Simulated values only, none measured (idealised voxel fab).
The process module presented herein is designated voxel wiring stack.
The cross-section shown here is cut; it is 260 nm wide and divided into square cells measuring 5 nm on a side.
Each cross-section below is a grid of square cells, stated as bands in top-down order, with one or more rows of cells making up each band. Read a band's entry like this: the first values are the height of its top and the height of its bottom in nm, and what follows is the sequence of materials from left to right, each with its width in nm. Note that "empty" is empty space, and that a single material marked "throughout" reaches across the band from edge to edge. Height reference: 0 = level under which incoming wafer is all one material. Lowest band: no bottom, runs on downward, e.g. "0 -> down". So if you see something like "30..40" for the width, read it as the top row of the band sitting at the first number and the bottom row at the second, with every row in between moving by the same amount as the last. What does "nothing was modified" mean for a step? It means no cell of the cross-section changed in that step. The entry "Encapsulated voids" lists the empty spaces that cover at least 8 cells and have no open path to the top. Each is written as width x height at distance, where the distance is measured from the left edge and all three values are in nm. Formally, on a step line, whatever follows the settings is a remark that the simulator itself makes on the step. Steps that use a mask can have "overlay nm" on their line. It says how far the mask sat to the right of where it was meant to be. Negative means to the left. What follows is a series of pairs. Each pair shows a cross-section before one process step and the cross-section after it, and the after view is drawn only down to the lowest band that changed. Beneath each pair is the step that lies between the two, with its settings. Pairs may come from different runs of this module on the same starting wafer, so a pair continues from the one above it only where its entry headed "Cross-section, before" says so.

# Cross-section, before
    95 -> 90 = 20 nm empty  25 nm TiN  15 nm empty  15 nm TiN  45 nm empty  25 nm TiN  15 nm empty  15 nm TiN  85 nm empty
    90 -> 85 = 20 nm empty  5 nm TiN  15 nm SiO2  5 nm TiN  15 nm empty  5 nm TiN  5 nm SiO2  5 nm TiN  45 nm empty  5 nm TiN  15 nm SiO2  5 nm TiN  15 nm empty  5 nm TiN  5 nm SiO2  5 nm TiN  85 nm empty
    85 -> 80 = 25 nm TiN  15 nm SiO2  5 nm TiN  15 nm empty  5 nm TiN  5 nm SiO2  25 nm TiN  15 nm empty  15 nm TiN  15 nm SiO2  5 nm TiN  15 nm empty  5 nm TiN  5 nm SiO2  25 nm TiN  15 nm empty  50 nm TiN
    80 -> 65 = 40 nm SiO2  5 nm TiN  15 nm empty  5 nm TiN  25 nm SiO2  5 nm TiN  15 nm empty  5 nm TiN  25 nm SiO2  5 nm TiN  15 nm empty  5 nm TiN  25 nm SiO2  5 nm TiN  15 nm empty  5 nm TiN  45 nm SiO2
    65 -> 60 = 25 nm SiO2  15 nm SiCN  25 nm TiN  5 nm SiCN  20 nm SiO2  5 nm TiN  15 nm empty  5 nm TiN  10 nm SiO2  15 nm SiCN  25 nm TiN  5 nm SiCN  20 nm SiO2  5 nm TiN  15 nm empty  5 nm TiN  45 nm SiO2
    60 -> 55 = 25 nm SiO2  5 nm SiCN  35 nm Ru  5 nm SiCN  20 nm SiO2  5 nm TiN  15 nm empty  5 nm TiN  10 nm SiO2  5 nm SiCN  35 nm Ru  5 nm SiCN  20 nm SiO2  5 nm TiN  15 nm empty  5 nm TiN  45 nm SiO2
    55 -> 50 = 30 nm SiCN  35 nm Ru  25 nm SiCN  25 nm TiN  15 nm SiCN  35 nm Ru  25 nm SiCN  25 nm TiN  45 nm SiCN
    50 -> 45 = 40 nm lowk  15 nm Ru  85 nm lowk  15 nm Ru  105 nm lowk
    45 -> 40 = 40 nm SiCN  15 nm Ru  85 nm SiCN  15 nm Ru  105 nm SiCN
    40 -> 20 = 40 nm lowk  5 nm TiN  15 nm Cu  5 nm TiN  25 nm lowk  5 nm TiN  15 nm Cu  5 nm TiN  25 nm lowk  5 nm TiN  15 nm Cu  5 nm TiN  25 nm lowk  5 nm TiN  15 nm Cu  5 nm TiN  45 nm lowk
    20 -> 15 = 40 nm SiCN  25 nm TiN  25 nm SiCN  25 nm TiN  25 nm SiCN  25 nm TiN  25 nm SiCN  25 nm TiN  45 nm SiCN
    15 -> 0 = SiO2 throughout
    0 -> down = Si throughout
    Encapsulated voids: none

# Cut View, Post-Step
    100 -> 95 = Cu throughout
    95 -> 90 = 20 nm Cu  25 nm TiN  15 nm Cu  15 nm TiN  45 nm Cu  25 nm TiN  15 nm Cu  15 nm TiN  85 nm Cu
    90 -> 85 = 20 nm Cu  5 nm TiN  15 nm SiO2  5 nm TiN  15 nm Cu  5 nm TiN  5 nm SiO2  5 nm TiN  45 nm Cu  5 nm TiN  15 nm SiO2  5 nm TiN  15 nm Cu  5 nm TiN  5 nm SiO2  5 nm TiN  85 nm Cu
    85 -> 80 = 25 nm TiN  15 nm SiO2  5 nm TiN  15 nm Cu  5 nm TiN  5 nm SiO2  25 nm TiN  15 nm Cu  15 nm TiN  15 nm SiO2  5 nm TiN  15 nm Cu  5 nm TiN  5 nm SiO2  25 nm TiN  15 nm Cu  50 nm TiN
    80 -> 65 = 40 nm SiO2  5 nm TiN  15 nm Cu  5 nm TiN  25 nm SiO2  5 nm TiN  15 nm Cu  5 nm TiN  25 nm SiO2  5 nm TiN  15 nm Cu  5 nm TiN  25 nm SiO2  5 nm TiN  15 nm Cu  5 nm TiN  45 nm SiO2
    65 -> 60 = 25 nm SiO2  15 nm SiCN  25 nm TiN  5 nm SiCN  20 nm SiO2  5 nm TiN  15 nm Cu  5 nm TiN  10 nm SiO2  15 nm SiCN  25 nm TiN  5 nm SiCN  20 nm SiO2  5 nm TiN  15 nm Cu  5 nm TiN  45 nm SiO2
    60 -> 55 = 25 nm SiO2  5 nm SiCN  35 nm Ru  5 nm SiCN  20 nm SiO2  5 nm TiN  15 nm Cu  5 nm TiN  10 nm SiO2  5 nm SiCN  35 nm Ru  5 nm SiCN  20 nm SiO2  5 nm TiN  15 nm Cu  5 nm TiN  45 nm SiO2
    Under the height 55 nothing was changed.
    Encapsulated voids: none
Which operation links the two cross-sections above? FILL_DEP, material Cu, thk nm 5

Cross-section, before: per the after cross-section of the pair just above.

# Cut View, Post-Step
    90 -> 85 = 20 nm Cu  5 nm TiN  15 nm SiO2  5 nm TiN  15 nm Cu  5 nm TiN  5 nm SiO2  5 nm TiN  45 nm Cu  5 nm TiN  15 nm SiO2  5 nm TiN  15 nm Cu  5 nm TiN  5 nm SiO2  5 nm TiN  85 nm Cu
    Under the height 85 nothing was changed.
    Encapsulated voids: none
Which operation links the two cross-sections above? CMP, height nm 90

Cross-section, before: per the after cross-section of the pair just above.

# Cut View, Post-Step
    95 -> 90 = SiCN throughout
    Under the height 90 nothing was changed.
    Encapsulated voids: none
Which operation links the two cross-sections above? CONFORMAL_DEP, material SiCN, thk nm 5

Cross-section, before: per the after cross-section of the pair just above.

# Cut View, Post-Step
    110 -> 95 = SiO2 throughout
    Under the height 95 nothing was changed.
    Encapsulated voids: none
Which operation links the two cross-sections above? DIRECTIONAL_DEP, material SiO2, thk nm 15

Cross-section, before: per the after cross-section of the pair just above.

# Cut View, Post-Step
    125 -> 110 = aC throughout
    Under the height 110 nothing was changed.
    Encapsulated voids: none
Which operation links the two cross-sections above? DIRECTIONAL_DEP, material aC, thk nm 15

Cross-section, before: per the after cross-section of the pair just above.

# Cut View, Post-Step
    155 -> 125 = 40 nm resist  15 nm empty  35 nm resist  15 nm empty  35 nm resist  15 nm empty  35 nm resist  15 nm empty  55 nm resist
    Under the height 125 nothing was changed.
    Encapsulated voids: none
Which operation links the two cross-sections above? PATTERN, tone open, mask id PLUG_2, material resist, width nm 15, pitch nm 50, thk nm 30, overlay nm 0

Cross-section, before: per the after cross-section of the pair just above.

# Cut View, Post-Step
    140 -> 125 = 40 nm resist  15 nm empty  35 nm resist  15 nm empty  35 nm resist  15 nm empty  35 nm resist  15 nm empty  55 nm resist
    125 -> 110 = 40 nm aC  15 nm empty  35 nm aC  15 nm empty  35 nm aC  15 nm empty  35 nm aC  15 nm empty  55 nm aC
    Under the height 110 nothing was changed.
    Encapsulated voids: none
Which operation links the two cross-sections above? DIRECTIONAL_ETCH, etch materials aC, depth nm 15

Cross-section, before: per the after cross-section of the pair just above.

# Cut View, Post-Step
    125 -> 110 = 40 nm aC  15 nm empty  35 nm aC  15 nm empty  35 nm aC  15 nm empty  35 nm aC  15 nm empty  55 nm aC
    Under the height 110 nothing was changed.
    Encapsulated voids: none
Which operation links the two cross-sections above? STRIP, etch materials resist

Cross-section, before: per the after cross-section of the pair just above.

# Cut View, Post-Step
    125 -> 110 = 40 nm aC  15 nm empty  35 nm aC  15 nm empty  35 nm aC  15 nm empty  35 nm aC  15 nm empty  55 nm aC
    110 -> 95 = 40 nm SiO2  15 nm empty  35 nm SiO2  15 nm empty  35 nm SiO2  15 nm empty  35 nm SiO2  15 nm empty  55 nm SiO2
    Under the height 95 nothing was changed.
    Encapsulated voids: none
Which operation links the two cross-sections above? DIRECTIONAL_ETCH, etch materials SiO2, depth nm 15

Cross-section, before: per the after cross-section of the pair just above.

# Cut View, Post-Step
    125 -> 110 = 40 nm aC  15 nm empty  35 nm aC  15 nm empty  35 nm aC  15 nm empty  35 nm aC  15 nm empty  55 nm aC
    110 -> 95 = 40 nm SiO2  15 nm empty  35 nm SiO2  15 nm empty  35 nm SiO2  15 nm empty  35 nm SiO2  15 nm empty  55 nm SiO2
    95 -> 90 = 40 nm SiCN  15 nm empty  35 nm SiCN  15 nm empty  35 nm SiCN  15 nm empty  35 nm SiCN  15 nm empty  55 nm SiCN
    Under the height 90 nothing was changed.
    Encapsulated voids: none
Which operation links the two cross-sections above? DIRECTIONAL_ETCH, etch materials SiCN, depth nm 5

Cross-section, before: per the after cross-section of the pair just above.

# Cut View, Post-Step
    110 -> 95 = 40 nm SiO2  15 nm empty  35 nm SiO2  15 nm empty  35 nm SiO2  15 nm empty  35 nm SiO2  15 nm empty  55 nm SiO2
    Under the height 95 nothing was changed.
    Encapsulated voids: none
Which operation links the two cross-sections above? STRIP, etch materials aC

Cross-section, before: per the after cross-section of the pair just above.

# Cut View, Post-Step
    115 -> 110 = 45 nm TiN  5 nm empty  45 nm TiN  5 nm empty  45 nm TiN  5 nm empty  45 nm TiN  5 nm empty  60 nm TiN
    110 -> 95 = 40 nm SiO2  5 nm TiN  5 nm empty  5 nm TiN  35 nm SiO2  5 nm TiN  5 nm empty  5 nm TiN  35 nm SiO2  5 nm TiN  5 nm empty  5 nm TiN  35 nm SiO2  5 nm TiN  5 nm empty  5 nm TiN  55 nm SiO2
    95 -> 90 = 40 nm SiCN  15 nm TiN  35 nm SiCN  15 nm TiN  35 nm SiCN  15 nm TiN  35 nm SiCN  15 nm TiN  55 nm SiCN
    Under the height 90 nothing was changed.
    Encapsulated voids: none
Which operation links the two cross-sections above? CONFORMAL_DEP, material TiN, thk nm 5

Cross-section, before: per the after cross-section of the pair just above.

# Cut View, Post-Step
    125 -> 115 = Cu throughout
    115 -> 110 = 45 nm TiN  5 nm Cu  45 nm TiN  5 nm Cu  45 nm TiN  5 nm Cu  45 nm TiN  5 nm Cu  60 nm TiN
    110 -> 95 = 40 nm SiO2  5 nm TiN  5 nm Cu  5 nm TiN  35 nm SiO2  5 nm TiN  5 nm Cu  5 nm TiN  35 nm SiO2  5 nm TiN  5 nm Cu  5 nm TiN  35 nm SiO2  5 nm TiN  5 nm Cu  5 nm TiN  55 nm SiO2
    Under the height 95 nothing was changed.
    Encapsulated voids: none
Which operation links the two cross-sections above? FILL_DEP, material Cu, thk nm 10

Cross-section, before: per the after cross-section of the pair just above.

# Cut View, Post-Step
    110 -> 95 = 40 nm SiO2  5 nm TiN  5 nm Cu  5 nm TiN  35 nm SiO2  5 nm TiN  5 nm Cu  5 nm TiN  35 nm SiO2  5 nm TiN  5 nm Cu  5 nm TiN  35 nm SiO2  5 nm TiN  5 nm Cu  5 nm TiN  55 nm SiO2
    Under the height 95 nothing was changed.
    Encapsulated voids: none
Which operation links the two cross-sections above? CMP, height nm 110

Cross-section, before: per the after cross-section of the pair just above.

# Cut View, Post-Step
    115 -> 110 = TiN throughout
    Under the height 110 nothing was changed.
    Encapsulated voids: none
Which operation links the two cross-sections above? DIRECTIONAL_DEP, material TiN, thk nm 5

Cross-section, before: per the after cross-section of the pair just above.

# Cut View, Post-Step
    135 -> 115 = Ru throughout
    Under the height 115 nothing was changed.
    Encapsulated voids: none
Which operation links the two cross-sections above? DIRECTIONAL_DEP, material Ru, thk nm 20

Cross-section, before: per the after cross-section of the pair just above.

# Cut View, Post-Step
    150 -> 135 = 40 nm empty  25 nm resist  25 nm empty  25 nm resist  25 nm empty  25 nm resist  25 nm empty  25 nm resist  45 nm empty
    Under the height 135 nothing was changed.
    Encapsulated voids: none
Which operation links the two cross-sections above? PATTERN, tone cover, mask id METAL_3, material resist, width nm 25, pitch nm 50, thk nm 15, overlay nm 0

Cross-section, before: per the after cross-section of the pair just above.

# Cut View, Post-Step
    150 -> 135 = 40 nm empty  25 nm resist  25 nm empty  25 nm resist  25 nm empty  25 nm resist  25 nm empty  25 nm resist  45 nm empty
    135 -> 115 = 40 nm empty  25 nm Ru  25 nm empty  25 nm Ru  25 nm empty  25 nm Ru  25 nm empty  25 nm Ru  45 nm empty
    Under the height 115 nothing was changed.
    Encapsulated voids: none
Which operation links the two cross-sections above? DIRECTIONAL_ETCH, etch materials Ru, depth nm 20

Cross-section, before: per the after cross-section of the pair just above.

# Cut View, Post-Step
    150 -> 135 = 40 nm empty  25 nm resist  25 nm empty  25 nm resist  25 nm empty  25 nm resist  25 nm empty  25 nm resist  45 nm empty
    135 -> 115 = 40 nm empty  25 nm Ru  25 nm empty  25 nm Ru  25 nm empty  25 nm Ru  25 nm empty  25 nm Ru  45 nm empty
    115 -> 110 = 40 nm empty  25 nm TiN  25 nm empty  25 nm TiN  25 nm empty  25 nm TiN  25 nm empty  25 nm TiN  45 nm empty
    Under the height 110 nothing was changed.
    Encapsulated voids: none
Which operation links the two cross-sections above? DIRECTIONAL_ETCH, etch materials TiN, depth nm 5

Cross-section, before: per the after cross-section of the pair just above.

# Cut View, Post-Step
    135 -> 115 = 40 nm empty  25 nm Ru  25 nm empty  25 nm Ru  25 nm empty  25 nm Ru  25 nm empty  25 nm Ru  45 nm empty
    Under the height 115 nothing was changed.
    Encapsulated voids: none
Which operation links the two cross-sections above? STRIP, etch materials resist

Cross-section, before: per the after cross-section of the pair just above.

# Cut View, Post-Step
    140 -> 135 = lowk throughout
    135 -> 115 = 40 nm lowk  25 nm Ru  25 nm lowk  25 nm Ru  25 nm lowk  25 nm Ru  25 nm lowk  25 nm Ru  45 nm lowk
    115 -> 110 = 40 nm lowk  25 nm TiN  25 nm lowk  25 nm TiN  25 nm lowk  25 nm TiN  25 nm lowk  25 nm TiN  45 nm lowk
    Under the height 110 nothing was changed.
    Encapsulated voids: none
Which operation links the two cross-sections above? FILL_DEP, material lowk, thk nm 5

Cross-section, before: per the after cross-section of the pair just above.

# Cut View, Post-Step
    135 -> 115 = 40 nm lowk  25 nm Ru  25 nm lowk  25 nm Ru  25 nm lowk  25 nm Ru  25 nm lowk  25 nm Ru  45 nm lowk
    Under the height 115 nothing was changed.
    Encapsulated voids: none
Which operation links the two cross-sections above? CMP, height nm 135

Cross-section, before: per the after cross-section of the pair just above.

# Cut View, Post-Step
    140 -> 135 = SiCN throughout
    Under the height 135 nothing was changed.
    Encapsulated voids: none
Which operation links the two cross-sections above? CONFORMAL_DEP, material SiCN, thk nm 5

Cross-section, before: per the after cross-section of the pair just above.

# Cut View, Post-Step
    160 -> 140 = lowk throughout
    Under the height 140 nothing was changed.
    Encapsulated voids: none
Which operation links the two cross-sections above? DIRECTIONAL_DEP, material lowk, thk nm 20

Cross-section, before: per the after cross-section of the pair just above.

# Cut View, Post-Step
    160 -> 140 = 40 nm lowk  15 nm empty  35 nm lowk  15 nm empty  35 nm lowk  15 nm empty  35 nm lowk  15 nm empty  55 nm lowk
    Under the height 140 nothing was changed.
    Encapsulated voids: none
Which operation links the two cross-sections above? MASKED_ETCH, tone open, mask id PLUG_3, width nm 15, pitch nm 50, etch materials lowk, depth nm 20, overlay nm 0

Cross-section, before: per the after cross-section of the pair just above.

# Cut View, Post-Step
    160 -> 140 = 40 nm lowk  15 nm empty  35 nm lowk  15 nm empty  35 nm lowk  15 nm empty  35 nm lowk  15 nm empty  55 nm lowk
    140 -> 135 = 40 nm SiCN  15 nm empty  35 nm SiCN  15 nm empty  35 nm SiCN  15 nm empty  35 nm SiCN  15 nm empty  55 nm SiCN
    Under the height 135 nothing was changed.
    Encapsulated voids: none
Which operation links the two cross-sections above? MASKED_ETCH, tone open, mask id PLUG_3, width nm 15, pitch nm 50, etch materials SiCN, depth nm 5, overlay nm 0

Cross-section, before: per the after cross-section of the pair just above.

# Cut View, Post-Step
    160 -> 145 = 40 nm lowk  15 nm empty  35 nm lowk  15 nm empty  35 nm lowk  15 nm empty  35 nm lowk  15 nm empty  55 nm lowk
    145 -> 140 = 40 nm lowk  15 nm Ru  35 nm lowk  15 nm Ru  35 nm lowk  15 nm Ru  35 nm lowk  15 nm Ru  55 nm lowk
    140 -> 135 = 40 nm SiCN  15 nm Ru  35 nm SiCN  15 nm Ru  35 nm SiCN  15 nm Ru  35 nm SiCN  15 nm Ru  55 nm SiCN
    Under the height 135 nothing was changed.
    Encapsulated voids: none
Which operation links the two cross-sections above? EPI, material Ru, thk nm 10

Cross-section, before: per the after cross-section of the pair just above.

# Cut View, Post-Step
    160 -> 155 = 40 nm lowk  15 nm empty  35 nm lowk  15 nm empty  35 nm lowk  15 nm empty  35 nm lowk  15 nm empty  55 nm lowk
    155 -> 140 = 40 nm lowk  15 nm Ru  35 nm lowk  15 nm Ru  35 nm lowk  15 nm Ru  35 nm lowk  15 nm Ru  55 nm lowk
    Under the height 140 nothing was changed.
    Encapsulated voids: none
Which operation links the two cross-sections above? EPI, material Ru, thk nm 10

Cross-section, before: per the after cross-section of the pair just above.

# Cut View, Post-Step
    160 -> 140 = 40 nm lowk  15 nm Ru  35 nm lowk  15 nm Ru  35 nm lowk  15 nm Ru  35 nm lowk  15 nm Ru  55 nm lowk
    Under the height 140 nothing was changed.
    Encapsulated voids: none
Which operation links the two cross-sections above? EPI, material Ru, thk nm 5

Cross-section, before: per the after cross-section of the pair just above.

# Cut View, Post-Step
    165 -> 160 = SiCN throughout
    Under the height 160 nothing was changed.
    Encapsulated voids: none
Which operation links the two cross-sections above? CONFORMAL_DEP, material SiCN, thk nm 5

Cross-section, before: per the after cross-section of the pair just above.

# Cut View, Post-Step
    180 -> 165 = lowk throughout
    Under the height 165 nothing was changed.
    Encapsulated voids: none
Which operation links the two cross-sections above? DIRECTIONAL_DEP, material lowk, thk nm 15

Cross-section, before: per the after cross-section of the pair just above.

# Cut View, Post-Step
    195 -> 180 = 40 nm resist  25 nm empty  25 nm resist  25 nm empty  25 nm resist  25 nm empty  25 nm resist  25 nm empty  45 nm resist
    Under the height 180 nothing was changed.
    Encapsulated voids: none
Which operation links the two cross-sections above? PATTERN, tone open, mask id METAL_4, material resist, width nm 25, pitch nm 50, thk nm 15, overlay nm 0

Cross-section, before: per the after cross-section of the pair just above.

# Cut View, Post-Step
    195 -> 180 = 40 nm resist  25 nm empty  25 nm resist  25 nm empty  25 nm resist  25 nm empty  25 nm resist  25 nm empty  45 nm resist
    180 -> 165 = 40 nm lowk  25 nm empty  25 nm lowk  25 nm empty  25 nm lowk  25 nm empty  25 nm lowk  25 nm empty  45 nm lowk
    Under the height 165 nothing was changed.
    Encapsulated voids: none
Which operation links the two cross-sections above? DIRECTIONAL_ETCH, etch materials lowk, depth nm 15

Cross-section, before: per the after cross-section of the pair just above.

# Cut View, Post-Step
    195 -> 180 = 40 nm resist  25 nm empty  25 nm resist  25 nm empty  25 nm resist  25 nm empty  25 nm resist  25 nm empty  45 nm resist
    180 -> 165 = 40 nm lowk  25 nm empty  25 nm lowk  25 nm empty  25 nm lowk  25 nm empty  25 nm lowk  25 nm empty  45 nm lowk
    165 -> 160 = 40 nm SiCN  25 nm empty  25 nm SiCN  25 nm empty  25 nm SiCN  25 nm empty  25 nm SiCN  25 nm empty  45 nm SiCN
    Under the height 160 nothing was changed.
    Encapsulated voids: none
Which operation links the two cross-sections above? DIRECTIONAL_ETCH, etch materials SiCN, depth nm 5

Cross-section, before: per the after cross-section of the pair just above.

# Cut View, Post-Step
    180 -> 165 = 40 nm lowk  25 nm empty  25 nm lowk  25 nm empty  25 nm lowk  25 nm empty  25 nm lowk  25 nm empty  45 nm lowk
    Under the height 165 nothing was changed.
    Encapsulated voids: none
Which operation links the two cross-sections above? STRIP, etch materials resist

Cross-section, before: per the after cross-section of the pair just above.

# Cut View, Post-Step
    185 -> 180 = 45 nm TiN  15 nm empty  35 nm TiN  15 nm empty  35 nm TiN  15 nm empty  35 nm TiN  15 nm empty  50 nm TiN
    180 -> 165 = 40 nm lowk  5 nm TiN  15 nm empty  5 nm TiN  25 nm lowk  5 nm TiN  15 nm empty  5 nm TiN  25 nm lowk  5 nm TiN  15 nm empty  5 nm TiN  25 nm lowk  5 nm TiN  15 nm empty  5 nm TiN  45 nm lowk
    165 -> 160 = 40 nm SiCN  25 nm TiN  25 nm SiCN  25 nm TiN  25 nm SiCN  25 nm TiN  25 nm SiCN  25 nm TiN  45 nm SiCN
    Under the height 160 nothing was changed.
    Encapsulated voids: none
Which operation links the two cross-sections above? CONFORMAL_DEP, material TiN, thk nm 5

Cross-section, before: per the after cross-section of the pair just above.

# Cut View, Post-Step
    190 -> 185 = Ru throughout
    185 -> 180 = 45 nm TiN  15 nm Ru  35 nm TiN  15 nm Ru  35 nm TiN  15 nm Ru  35 nm TiN  15 nm Ru  50 nm TiN
    180 -> 165 = 40 nm lowk  5 nm TiN  15 nm Ru  5 nm TiN  25 nm lowk  5 nm TiN  15 nm Ru  5 nm TiN  25 nm lowk  5 nm TiN  15 nm Ru  5 nm TiN  25 nm lowk  5 nm TiN  15 nm Ru  5 nm TiN  45 nm lowk
    Under the height 165 nothing was changed.
    Encapsulated voids: none
Which operation links the two cross-sections above? FILL_DEP, material Ru, thk nm 5

Cross-section, before: per the after cross-section of the pair just above.

# Cut View, Post-Step
    180 -> 165 = 40 nm lowk  5 nm TiN  15 nm Ru  5 nm TiN  25 nm lowk  5 nm TiN  15 nm Ru  5 nm TiN  25 nm lowk  5 nm TiN  15 nm Ru  5 nm TiN  25 nm lowk  5 nm TiN  15 nm Ru  5 nm TiN  45 nm lowk
    Under the height 165 nothing was changed.
    Encapsulated voids: none
Which operation links the two cross-sections above? CMP, height nm 180

Cross-section, before: per the after cross-section of the pair just above.

# Cut View, Post-Step
    185 -> 180 = SiCN throughout
    Under the height 180 nothing was changed.
    Encapsulated voids: none
Which operation links the two cross-sections above? CONFORMAL_DEP, material SiCN, thk nm 5

# Cross-section, before
    125 -> 110 = aC throughout
    110 -> 95 = SiO2 throughout
    95 -> 90 = SiCN throughout
    90 -> 65 = 40 nm SiO2  5 nm TiN  15 nm Cu  5 nm TiN  25 nm SiO2  5 nm TiN  15 nm Cu  5 nm TiN  25 nm SiO2  5 nm TiN  15 nm Cu  5 nm TiN  25 nm SiO2  5 nm TiN  15 nm Cu  5 nm TiN  45 nm SiO2
    65 -> 60 = 40 nm SiCN  25 nm TiN  25 nm SiCN  25 nm TiN  25 nm SiCN  25 nm TiN  25 nm SiCN  25 nm TiN  45 nm SiCN
    60 -> 45 = 40 nm lowk  15 nm Ru  85 nm lowk  15 nm Ru  105 nm lowk
    45 -> 40 = 40 nm SiCN  15 nm Ru  85 nm SiCN  15 nm Ru  105 nm SiCN
    40 -> 20 = 40 nm lowk  5 nm TiN  15 nm Cu  5 nm TiN  25 nm lowk  5 nm TiN  15 nm Cu  5 nm TiN  25 nm lowk  5 nm TiN  15 nm Cu  5 nm TiN  25 nm lowk  5 nm TiN  15 nm Cu  5 nm TiN  45 nm lowk
    20 -> 15 = 40 nm SiCN  25 nm TiN  25 nm SiCN  25 nm TiN  25 nm SiCN  25 nm TiN  25 nm SiCN  25 nm TiN  45 nm SiCN
    15 -> 0 = SiO2 throughout
    0 -> down = Si throughout
    Encapsulated voids: none

# Cut View, Post-Step
    155 -> 125 = 35 nm resist  25 nm empty  25 nm resist  25 nm empty  25 nm resist  25 nm empty  25 nm resist  25 nm empty  50 nm resist
    Under the height 125 nothing was changed.
    Encapsulated voids: none
Which operation links the two cross-sections above? PATTERN, tone open, mask id PLUG_2, material resist, width nm 25, pitch nm 50, thk nm 30, overlay nm 0

Cross-section, before: per the after cross-section of the pair just above.

# Cut View, Post-Step
    140 -> 125 = 35 nm resist  25 nm empty  25 nm resist  25 nm empty  25 nm resist  25 nm empty  25 nm resist  25 nm empty  50 nm resist
    125 -> 110 = 35 nm aC  25 nm empty  25 nm aC  25 nm empty  25 nm aC  25 nm empty  25 nm aC  25 nm empty  50 nm aC
    Under the height 110 nothing was changed.
    Encapsulated voids: none
Which operation links the two cross-sections above? DIRECTIONAL_ETCH, etch materials aC, depth nm 15

Cross-section, before: per the after cross-section of the pair just above.

# Cut View, Post-Step
    125 -> 110 = 35 nm aC  25 nm empty  25 nm aC  25 nm empty  25 nm aC  25 nm empty  25 nm aC  25 nm empty  50 nm aC
    Under the height 110 nothing was changed.
    Encapsulated voids: none
Which operation links the two cross-sections above? STRIP, etch materials resist

Cross-section, before: per the after cross-section of the pair just above.

# Cut View, Post-Step
    125 -> 110 = 35 nm aC  25 nm empty  25 nm aC  25 nm empty  25 nm aC  25 nm empty  25 nm aC  25 nm empty  50 nm aC
    110 -> 95 = 35 nm SiO2  25 nm empty  25 nm SiO2  25 nm empty  25 nm SiO2  25 nm empty  25 nm SiO2  25 nm empty  50 nm SiO2
    Under the height 95 nothing was changed.
    Encapsulated voids: none
Which operation links the two cross-sections above? DIRECTIONAL_ETCH, etch materials SiO2, depth nm 15

Cross-section, before: per the after cross-section of the pair just above.

# Cut View, Post-Step
    125 -> 110 = 35 nm aC  25 nm empty  25 nm aC  25 nm empty  25 nm aC  25 nm empty  25 nm aC  25 nm empty  50 nm aC
    110 -> 95 = 35 nm SiO2  25 nm empty  25 nm SiO2  25 nm empty  25 nm SiO2  25 nm empty  25 nm SiO2  25 nm empty  50 nm SiO2
    95 -> 90 = 35 nm SiCN  25 nm empty  25 nm SiCN  25 nm empty  25 nm SiCN  25 nm empty  25 nm SiCN  25 nm empty  50 nm SiCN
    Under the height 90 nothing was changed.
    Encapsulated voids: none
Which operation links the two cross-sections above? DIRECTIONAL_ETCH, etch materials SiCN, depth nm 5

Cross-section, before: per the after cross-section of the pair just above.

# Cut View, Post-Step
    110 -> 95 = 35 nm SiO2  25 nm empty  25 nm SiO2  25 nm empty  25 nm SiO2  25 nm empty  25 nm SiO2  25 nm empty  50 nm SiO2
    Under the height 95 nothing was changed.
    Encapsulated voids: none
Which operation links the two cross-sections above? STRIP, etch materials aC

Cross-section, before: per the after cross-section of the pair just above.

# Cut View, Post-Step
    115 -> 110 = 40 nm TiN  15 nm empty  35 nm TiN  15 nm empty  35 nm TiN  15 nm empty  35 nm TiN  15 nm empty  55 nm TiN
    110 -> 95 = 35 nm SiO2  5 nm TiN  15 nm empty  5 nm TiN  25 nm SiO2  5 nm TiN  15 nm empty  5 nm TiN  25 nm SiO2  5 nm TiN  15 nm empty  5 nm TiN  25 nm SiO2  5 nm TiN  15 nm empty  5 nm TiN  50 nm SiO2
    95 -> 90 = 35 nm SiCN  25 nm TiN  25 nm SiCN  25 nm TiN  25 nm SiCN  25 nm TiN  25 nm SiCN  25 nm TiN  50 nm SiCN
    Under the height 90 nothing was changed.
    Encapsulated voids: none
Which operation links the two cross-sections above? CONFORMAL_DEP, material TiN, thk nm 5

Cross-section, before: per the after cross-section of the pair just above.

# Cut View, Post-Step
    125 -> 115 = Cu throughout
    115 -> 110 = 40 nm TiN  15 nm Cu  35 nm TiN  15 nm Cu  35 nm TiN  15 nm Cu  35 nm TiN  15 nm Cu  55 nm TiN
    110 -> 95 = 35 nm SiO2  5 nm TiN  15 nm Cu  5 nm TiN  25 nm SiO2  5 nm TiN  15 nm Cu  5 nm TiN  25 nm SiO2  5 nm TiN  15 nm Cu  5 nm TiN  25 nm SiO2  5 nm TiN  15 nm Cu  5 nm TiN  50 nm SiO2
    Under the height 95 nothing was changed.
    Encapsulated voids: none
Which operation links the two cross-sections above? FILL_DEP, material Cu, thk nm 10

Cross-section, before: per the after cross-section of the pair just above.

# Cut View, Post-Step
    110 -> 95 = 35 nm SiO2  5 nm TiN  15 nm Cu  5 nm TiN  25 nm SiO2  5 nm TiN  15 nm Cu  5 nm TiN  25 nm SiO2  5 nm TiN  15 nm Cu  5 nm TiN  25 nm SiO2  5 nm TiN  15 nm Cu  5 nm TiN  50 nm SiO2
    Under the height 95 nothing was changed.
    Encapsulated voids: none
Which operation links the two cross-sections above? CMP, height nm 110

Cross-section, before: per the after cross-section of the pair just above.

# Cut View, Post-Step
    115 -> 110 = TiN throughout
    Under the height 110 nothing was changed.
    Encapsulated voids: none
Which operation links the two cross-sections above? DIRECTIONAL_DEP, material TiN, thk nm 5

Cross-section, before: per the after cross-section of the pair just above.

# Cut View, Post-Step
    135 -> 115 = Ru throughout
    Under the height 115 nothing was changed.
    Encapsulated voids: none
Which operation links the two cross-sections above? DIRECTIONAL_DEP, material Ru, thk nm 20

Cross-section, before: per the after cross-section of the pair just above.

# Cut View, Post-Step
    150 -> 135 = 40 nm empty  25 nm resist  25 nm empty  25 nm resist  25 nm empty  25 nm resist  25 nm empty  25 nm resist  45 nm empty
    Under the height 135 nothing was changed.
    Encapsulated voids: none
Which operation links the two cross-sections above? PATTERN, tone cover, mask id METAL_3, material resist, width nm 25, pitch nm 50, thk nm 15, overlay nm 0

Cross-section, before: per the after cross-section of the pair just above.

# Cut View, Post-Step
    150 -> 135 = 40 nm empty  25 nm resist  25 nm empty  25 nm resist  25 nm empty  25 nm resist  25 nm empty  25 nm resist  45 nm empty
    135 -> 115 = 40 nm empty  25 nm Ru  25 nm empty  25 nm Ru  25 nm empty  25 nm Ru  25 nm empty  25 nm Ru  45 nm empty
    Under the height 115 nothing was changed.
    Encapsulated voids: none
Which operation links the two cross-sections above? DIRECTIONAL_ETCH, etch materials Ru, depth nm 20
